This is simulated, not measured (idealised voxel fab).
The following is a process module called voxel trench capacitor.
The figure presents cross-section cut, which has a width of 185 nm and is divided into square cells with an edge length of 5 nm.
Heads up, the way a cross-section reads in here is a grid of square cells, handed over as bands from the top down, with every band being one or more rows of cells. Within each band entry, the heights of the top and of the bottom of the band appear first, in that order and in nm; the materials of the band then follow from left to right, each with its corresponding width in nm. The designation "edge to edge" on a single material indicates that it fills the band from edge to edge; the designation "empty" indicates empty space. Where do heights start? At 0: under that level the wafer as delivered is made of one material only. And the lowest band has no floor; it just carries on downward, as in "0 and below". Think of "30->40" as a width that walks from the first number to the second as you go down the band, top row to bottom row, taking equal-sized steps from row to row. "all unchanged" means the step left every cell of the cross-section as it was. "Fully sealed cavities" specifies each empty space that is not open to the top and that occupies no fewer than 8 cells, using the form width x height at distance, the distance measured from the left edge and all three quantities in nm. Note: text after step settings on the step line = simulator remark on that step. A step line may carry the setting "overlay nm", which, for steps involving a mask, states the distance by which the mask lay to the right of its intended position; negative values denote displacement to the left.

STEPS PLANNED FOR THE PROCESS
1,RECEIVE (material Si)
2,CONFORMAL_DEP (material SiN; thk nm 5)
3,DIRECTIONAL_DEP (material aC; thk nm 10)
4,PATTERN (tone open; mask id TRENCH; material resist; width nm 20; pitch nm 45; thk nm 25; overlay nm 0)
5,DIRECTIONAL_ETCH (etch materials aC; depth nm 10)
6,STRIP (etch materials resist)
7,DIRECTIONAL_ETCH (etch materials SiN; depth nm 5)
8,DIRECTIONAL_ETCH (etch materials Si; depth nm 40)
9,STRIP (etch materials aC)
10,CONFORMAL_DEP (material Al2O3; thk nm 5)
11,FILL_DEP (material polySi; thk nm 10)
12,CMP (height nm 5)

THE CROSS-SECTION HERE SHOWS THE WAFER AS RECEIVED, I.E. IN ITS STATE AFTER STEP 1
- 0 and below = Si edge to edge
- Fully sealed cavities: none

AS-PLANNED RUN: CROSS-SECTION OF THE FIRST OF TWO WAFERS AT END OF MODULE
- 5 down to 0 = SiN: 15, Al2O3: 5, polySi: 10, Al2O3: 5, SiN: 25, Al2O3: 5, polySi: 10, Al2O3: 5, SiN: 25, Al2O3: 5, polySi: 10, Al2O3: 5, SiN: 25, Al2O3: 5, polySi: 10, Al2O3: 5, SiN: 15
- 0 down to -35 = Si: 15, Al2O3: 5, polySi: 10, Al2O3: 5, Si: 25, Al2O3: 5, polySi: 10, Al2O3: 5, Si: 25, Al2O3: 5, polySi: 10, Al2O3: 5, Si: 25, Al2O3: 5, polySi: 10, Al2O3: 5, Si: 15
- -35 down to -40 = Si: 15, Al2O3: 20, Si: 25, Al2O3: 20, Si: 25, Al2O3: 20, Si: 25, Al2O3: 20, Si: 15
- -40 and below = Si edge to edge
- Fully sealed cavities: none

THIS IS THE SECOND OF THE TWO WAFERS, CROSS-SECTIONED AT THE END OF THE MODULE; IT STARTED EXACTLY LIKE THE FIRST AND WAS GIVEN THE SAME PLAN, BUT IT WAS RUN WITH ONE MISTAKE
- 5 down to 0 = SiN: 15, Al2O3: 5, polySi: 10, Al2O3: 5, SiN: 25, Al2O3: 5, polySi: 10, Al2O3: 5, SiN: 25, Al2O3: 5, polySi: 10, Al2O3: 5, SiN: 25, Al2O3: 5, polySi: 10, Al2O3: 5, SiN: 15
- 0 down to -75 = Si: 15, Al2O3: 5, polySi: 10, Al2O3: 5, Si: 25, Al2O3: 5, polySi: 10, Al2O3: 5, Si: 25, Al2O3: 5, polySi: 10, Al2O3: 5, Si: 25, Al2O3: 5, polySi: 10, Al2O3: 5, Si: 15
- -75 down to -80 = Si: 15, Al2O3: 20, Si: 25, Al2O3: 20, Si: 25, Al2O3: 20, Si: 25, Al2O3: 20, Si: 15
- -80 and below = Si edge to edge
- Fully sealed cavities: none
Nonconformance to the process plan: step 8 of the plan was carried out twice
End of process, cell counts, second wafer against first, materials with more or fewer: Al2O3 +64; Si -128; polySi +64
